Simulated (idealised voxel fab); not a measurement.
Module name: voxel wiring stack (process module)
Square cells of 5 nm make up the cross-section cut, whose width is 180 nm.
Notation: cross-section as square-cell grid; stated in bands, top first, going down; one or more cell rows per band.
Read a band's entry like this: the first values are the height of its top and the height of its bottom in nm, and what follows is the sequence of materials from left to right, each with its width in nm. Note that "blank" is empty space, and that a single material marked "throughout" reaches across the band from edge to edge.
We count height from 0. Below that, the starting wafer is all one material. The lowest band never ends at the bottom but goes on down; see "z 0 and below" for how that is written.
Top row gets the first number, bottom row gets the second, and each row in between changes by the same step: that is how a band width like "30 to 40" works.
Basically "same as before" means that step didn't change any cell in the cross-section.
Encapsulated voids: empty space of 8 cells or more with no open way to the top, each as width x height at its distance from the left edge, in nm
On each step's line, the part that comes after the settings is the simulator's own comment on the step.
When a step includes a mask, the "overlay nm" setting on its line states how far to the right of its planned place that mask lay, and negative values state how far to the left.

-- This section lists the process steps that were planned
1: RECEIVE with material Si
2: CONFORMAL_DEP with material SiO2, thk nm 10
3: CONFORMAL_DEP with material SiN, thk nm 5
4: DIRECTIONAL_DEP with material SiO2, thk nm 25
5: PATTERN with tone open, mask id METAL_1, material resist, width nm 30, pitch nm 60, thk nm 20, overlay nm 0
6: DIRECTIONAL_ETCH with etch materials SiO2, depth nm 25
7: DIRECTIONAL_ETCH with etch materials SiN, depth nm 5
8: STRIP with etch materials resist
9: CONFORMAL_DEP with material TiN, thk nm 5
10: FILL_DEP with material W, thk nm 5
11: CMP with height nm 40
12: CONFORMAL_DEP with material SiCN, thk nm 5
13: DIRECTIONAL_DEP with material SiO2, thk nm 10
14: MASKED_ETCH with tone open, mask id PLUG_1, width nm 15, etch materials SiO2, depth nm 10, overlay nm 0
15: MASKED_ETCH with tone open, mask id PLUG_1, width nm 15, etch materials SiCN, depth nm 5, overlay nm 0
16: CONFORMAL_DEP with material TiN, thk nm 5
17: FILL_DEP with material Cu, thk nm 5
18: CMP with height nm 55
19: DIRECTIONAL_DEP with material TiN, thk nm 5
20: DIRECTIONAL_DEP with material Ru, thk nm 25
21: PATTERN with tone cover, mask id METAL_2, material resist, width nm 30, pitch nm 60, thk nm 15, overlay nm 0
22: DIRECTIONAL_ETCH with etch materials Ru, depth nm 25
23: DIRECTIONAL_ETCH with etch materials TiN, depth nm 5
24: STRIP with etch materials resist
25: CONFORMAL_DEP with material SiCN, thk nm 5
26: FILL_DEP with material SiO2, thk nm 10
27: CMP with height nm 85
28: CONFORMAL_DEP with material SiCN, thk nm 5
29: DIRECTIONAL_DEP with material SiO2, thk nm 30
30: DIRECTIONAL_DEP with material aC, thk nm 10
31: PATTERN with tone open, mask id METAL_3_HOLES, material resist, width nm 15, pitch nm 60, thk nm 30, overlay nm 0
32: DIRECTIONAL_ETCH with etch materials aC, depth nm 10
33: STRIP with etch materials resist
34: DIRECTIONAL_ETCH with etch materials SiO2, depth nm 30
35: STRIP with etch materials aC
36: PATTERN with tone open, mask id METAL_3, material resist, width nm 30, pitch nm 60, thk nm 15, overlay nm 0
37: DIRECTIONAL_ETCH with etch materials SiO2, depth nm 20
38: DIRECTIONAL_ETCH with etch materials SiCN, depth nm 5
39: STRIP with etch materials resist
40: CONFORMAL_DEP with material TiN, thk nm 5
41: FILL_DEP with material Cu, thk nm 10
42: CMP with height nm 120
43: CONFORMAL_DEP with material SiN, thk nm 5

-- Cross-section of the wafer at receipt, which is the condition after step 1
	z 0 and below  Si throughout
	Encapsulated voids: none

-- The first of two wafers, cross-sectioned at the end of the module, with the run proceeding as planned
	z 125 to 120  SiN throughout
	z 120 to 105  SiO2 45; TiN 5; Cu 20; TiN 5; SiO2 30; TiN 5; Cu 20; TiN 5; SiO2 45
	z 105 to 100  SiO2 45; TiN 5; Cu 5; TiN 20; SiO2 30; TiN 5; Cu 5; TiN 20; SiO2 45
	z 100 to 90  SiO2 45; TiN 5; Cu 5; TiN 5; SiO2 45; TiN 5; Cu 5; TiN 5; SiO2 60
	z 90 to 85  SiCN 45; TiN 15; SiCN 45; TiN 15; SiCN 60
	z 85 to 60  SiO2 40; SiCN 5; Ru 30; SiCN 5; SiO2 20; SiCN 5; Ru 30; SiCN 5; SiO2 40
	z 60 to 55  SiCN 45; TiN 30; SiCN 30; TiN 30; SiCN 45
	z 55 to 45  SiO2 45; TiN 5; Cu 5; TiN 5; SiO2 120
	z 45 to 40  SiCN 45; TiN 15; SiCN 120
	z 40 to 15  SiO2 45; TiN 5; W 20; TiN 5; SiO2 30; TiN 5; W 20; TiN 5; SiO2 45
	z 15 to 10  SiN 45; TiN 30; SiN 30; TiN 30; SiN 45
	z 10 to 0  SiO2 throughout
	z 0 and below  Si throughout
	Encapsulated voids: none

-- Wafer two, sectioned after the module: the first wafer's start, the first wafer's plan, and one mistake in how it was run
	z 125 to 120  SiN throughout
	z 120 to 105  SiO2 45; TiN 5; Cu 20; TiN 5; SiO2 30; TiN 5; Cu 20; TiN 5; SiO2 45
	z 105 to 100  SiO2 45; TiN 5; Cu 5; TiN 20; SiO2 30; TiN 5; Cu 5; TiN 20; SiO2 45
	z 100 to 90  SiO2 45; TiN 5; Cu 5; TiN 5; SiO2 45; TiN 5; Cu 5; TiN 5; SiO2 60
	z 90 to 85  SiCN 45; TiN 15; SiCN 45; TiN 15; SiCN 60
	z 85 to 60  SiO2 40; SiCN 5; Ru 30; SiCN 5; SiO2 20; SiCN 5; Ru 30; SiCN 5; SiO2 40
	z 60 to 55  SiCN 45; TiN 30; SiCN 30; TiN 30; SiCN 45
	z 55 to 45  SiO2 45; TiN 5; Cu 5; TiN 5; SiO2 120
	z 45 to 40  SiCN 45; TiN 15; SiCN 120
	z 40 to 20  SiO2 45; TiN 5; W 20; TiN 5; SiO2 30; TiN 5; W 20; TiN 5; SiO2 45
	z 20 to 15  SiO2 45; TiN 30; SiO2 30; TiN 30; SiO2 45
	z 15 to 5  SiO2 throughout
	z 5 to 0  SiN throughout
	z 0 and below  Si throughout
	Encapsulated voids: none
What was done differently from what was planned? the intended sequence of steps 2 and 3 was reversed during processing, with each occupying the position of the other
Final cells, second wafer relative to first, materials higher or lower: +12 SiN, -4 TiN, -8 W
